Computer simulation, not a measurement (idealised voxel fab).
Title: Process Module voxel plated lines
The width of the displayed cross-section, cut, is 155 nm; its cells are square, with a size of 5 nm.
When this document writes out a cross-section, it uses a grid of square cells and lists it as bands, beginning at the top and moving down, with a band standing for one or more rows of cells. Top height, bottom height, nm. Materials left to right, width each, nm. Single material + "edge to edge" = fills band edge to edge. "blank" = empty. Counting heights begins at 0, where everything beneath is, in the wafer as received, one material. The lowest band has no bottom; it goes on downwards, as "z 0 and below" shows. It should be noted that a width expressed as "30 to 40" varies in equal increments from row to row of cells within the band, taking the value of the first number at the top row and that of the second number at the bottom row. "identical to before" (step): cross-section cells unchanged, all of them. Sealed internal voids: empty space of 8 cells or more with no open way to the top, each as width x height at its distance from the left edge, in nm. On a step's line, text after the settings is the simulator commenting on that step. A step's line can hold "overlay nm"; with a mask on that step, the setting says how far right of the planned place the mask lay, while a negative setting says it lay to the left.

Steps planned for the process
1) RECEIVE,material Si
2) CONFORMAL_DEP,material SiO2,thk nm 15
3) DIRECTIONAL_DEP,material TiN,thk nm 5
4) PATTERN,tone open,mask id LINES,material resist,width nm 25,pitch nm 45,thk nm 35,overlay nm 0
5) EPI,material Ru,thk nm 10
6) EPI,material Ru,thk nm 5
7) EPI,material Ru,thk nm 10
8) STRIP,etch materials resist
9) DIRECTIONAL_ETCH,etch materials TiN,depth nm 5
10) CONFORMAL_DEP,material SiCN,thk nm 5

Shown in cross-section is the wafer as received, that is, as it stands after step 1
z 0 and below | Si edge to edge
Sealed internal voids: none

End-of-module cross-section. Starting structure and process plan as above; one mistake made in running it
z 40 to 35 | 35 nm blank | 35 nm SiCN | 10 nm blank | 35 nm SiCN | 40 nm blank
z 35 to 10 | 35 nm blank | 5 nm SiCN | 25 nm Ru | 5 nm SiCN | 10 nm blank | 5 nm SiCN | 25 nm Ru | 5 nm SiCN | 40 nm blank
z 10 to 5 | 40 nm SiCN | 25 nm TiN | 20 nm SiCN | 25 nm TiN | 45 nm SiCN
z 5 to 0 | SiO2 edge to edge
z 0 and below | Si edge to edge
Sealed internal voids: none
Here's what went sideways: in deviation from the planned setting, step 2 was conducted as CONFORMAL_DEP,material SiO2,thk nm 5
